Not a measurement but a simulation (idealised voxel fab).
Herein follows the process module entitled voxel wiring stack.
It is cross-section cut that appears here, measuring 245 nm in width, its square cells being 5 nm in size.
Each cross-section below is a grid of square cells, stated as bands in top-down order, with one or more rows of cells making up each band. The entry gives the band's vertical extent as a top height and a bottom height in nm, then its horizontal make-up as materials from left to right, each with a width in nm. "air" stands for empty space; a single material marked "throughout" fills the band edge to edge. Basically, 0 is our baseline, since under it the wafer straight out of the box is all one material. The bottom band has no lower end and keeps on going down, so it looks like "top 0, no bottom". Width spec "30 to 40" -> top row of cells at first value, bottom row at second value, equal per-row change in between. When a step is marked "all unchanged", none of the cells in the cross-section changed during that step. What "Closed void listing" gives you is every empty space of 8 cells or more that is cut off from the top. Each appears as width x height at distance, with the distance taken from the left edge and width, height and distance all in nm. Past the settings on a step's line: simulator remark, on that step. overlay nm: for a step with a mask, the amount by which the mask lay right of where it was planned; a negative amount means left of it.

PLANNED STEP LIST FOR THE PROCESS
1) op RECEIVE | material Si
2) op CONFORMAL_DEP | material SiO2 | thk nm 5
3) op CONFORMAL_DEP | material SiCN | thk nm 5
4) op DIRECTIONAL_DEP | material lowk | thk nm 20
5) op PATTERN | tone open | mask id METAL_1 | material resist | width nm 25 | pitch nm 55 | thk nm 20 | overlay nm 0
6) op DIRECTIONAL_ETCH | etch materials lowk | depth nm 20
7) op DIRECTIONAL_ETCH | etch materials SiCN | depth nm 5
8) op STRIP | etch materials resist
9) op CONFORMAL_DEP | material TiN | thk nm 5
10) op FILL_DEP | material W | thk nm 10
11) op CMP | height nm 35
12) op CONFORMAL_DEP | material SiCN | thk nm 5
13) op DIRECTIONAL_DEP | material lowk | thk nm 35
14) op PATTERN | tone open | mask id METAL_2 | material resist | width nm 25 | pitch nm 55 | thk nm 15 | overlay nm 0
15) op DIRECTIONAL_ETCH | etch materials lowk | depth nm 20
16) op STRIP | etch materials resist
17) op PATTERN | tone open | mask id METAL_2_HOLES | material resist | width nm 15 | pitch nm 110 | thk nm 20 | overlay nm 0
18) op DIRECTIONAL_ETCH | etch materials lowk | depth nm 15
19) op DIRECTIONAL_ETCH | etch materials SiCN | depth nm 5
20) op STRIP | etch materials resist
21) op CONFORMAL_DEP | material TiN | thk nm 5
22) op FILL_DEP | material Cu | thk nm 5
23) op CMP | height nm 75
24) op CONFORMAL_DEP | material SiN | thk nm 5
It is noted that the wafers described herein are identical at the outset and are distinguished by the thk nm of step 2; the value stated in the plan corresponds to the first wafer.

CUT THROUGH THE FIRST OF SEVERAL WAFERS AS RECEIVED, POST STEP 1
- top 0, no bottom | Si throughout
- Closed void listing: none

WHERE EACH WAFER STANDS AT THE END OF THE MODULE, A ROW APIECE: CELLS OF EACH MATERIAL GAINED (+) OR LOST (-) SINCE IT WAS RECEIVED, THEN CLOSED VOIDS
thk nm 5 | +44 Cu | +72 SiCN | +49 SiN | +49 SiO2 | +149 TiN | +60 W | +361 lowk | Closed void listing: none
thk nm 10 | +44 Cu | +72 SiCN | +49 SiN | +98 SiO2 | +112 TiN | +48 W | +361 lowk | Closed void listing: none
thk nm 15 | +44 Cu | +72 SiCN | +49 SiN | +147 SiO2 | +104 TiN | +36 W | +332 lowk | Closed void listing: none
thk nm 20 | +44 Cu | +72 SiCN | +49 SiN | +196 SiO2 | +96 TiN | +24 W | +303 lowk | Closed void listing: none
thk nm 25 | +44 Cu | +72 SiCN | +49 SiN | +245 SiO2 | +88 TiN | +12 W | +274 lowk | Closed void listing: none
